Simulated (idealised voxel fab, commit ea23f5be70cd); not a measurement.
Documented hereafter: the process module known as voxel spacer lines.
Shown is cross-section cut, with a width of 245 nm and square cells of size 5 nm.
The cross-sections in this document take the form of a grid made of square cells. They are written out as bands, in order from top to bottom. Each band consists of one or more rows of cells. Heads up on the band format: heights come first, top then bottom, in nm. After that it's the materials left to right, each with its width in nm. A single material flagged "all across" fills the whole band edge to edge, and "empty" means there's empty space there. Heights are expressed relative to 0, this being the level below which the as-received wafer comprises one material exclusively. The lowest band is unbounded in the downward direction and is denoted as in "0..down". A two-number width, for instance "30 to 40", indicates that the width is equal to the first number in the top row of the band and to the second number in the bottom row, and that it changes by a constant amount per row of cells. Step marked "nothing changed"? Then no cell in the cross-section changed in it. Closed void listing: empty space of 8 cells or more with no open way to the top, each as width x height at its distance from the left edge, in nm. Step line, after settings: the simulator's comment on this step. When a step includes a mask, the "overlay nm" setting on its line states how far to the right of its planned place that mask lay, and negative values state how far to the left.
[Listed below are the process steps as planned]
step 1: RECEIVE: material Si
step 2: CONFORMAL_DEP: material Al2O3, thk nm 5
step 3: DIRECTIONAL_DEP: material W, thk nm 20
step 4: DIRECTIONAL_DEP: material aC, thk nm 25
step 5: PATTERN: tone cover, mask id MANDREL, material resist, width nm 25, pitch nm 70, thk nm 30, overlay nm 0
step 6: DIRECTIONAL_ETCH: etch materials aC, depth nm 25
step 7: STRIP: etch materials resist
step 8: CONFORMAL_DEP: material SiO2, thk nm 10
step 9: DIRECTIONAL_ETCH: etch materials SiO2, depth nm 10
step 10: STRIP: etch materials aC
step 11: DIRECTIONAL_ETCH: etch materials W, depth nm 20
step 12: STRIP: etch materials SiO2
[Here's what the wafer looked like in cross-section when it arrived - that's after step 1]
* 0..down | Si all across
* Closed void listing: none
[Cross-section taken at module completion on the first of two wafers; processed per the plan]
* 25..5 | 65 empty / 10 W / 25 empty / 10 W / 25 empty / 10 W / 25 empty / 10 W / 65 empty
* 5..0 | Al2O3 all across
* 0..down | Si all across
* Closed void listing: none
[Second of two wafers, module complete, sectioned: it shares the first wafer's start and plan but was run with one mistake]
* 25..5 | 55 empty / 10 W / 25 empty / 10 W / 25 empty / 10 W / 25 empty / 10 W / 75 empty
* 5..0 | Al2O3 all across
* 0..down | Si all across
* Closed void listing: none
Want to know what went wrong? step 5 was not run as planned; what actually ran was PATTERN: tone cover, mask id MANDREL, material resist, width nm 25, pitch nm 70, thk nm 30, overlay nm -10
Both wafers, final: cells per material equal; arrangement not.
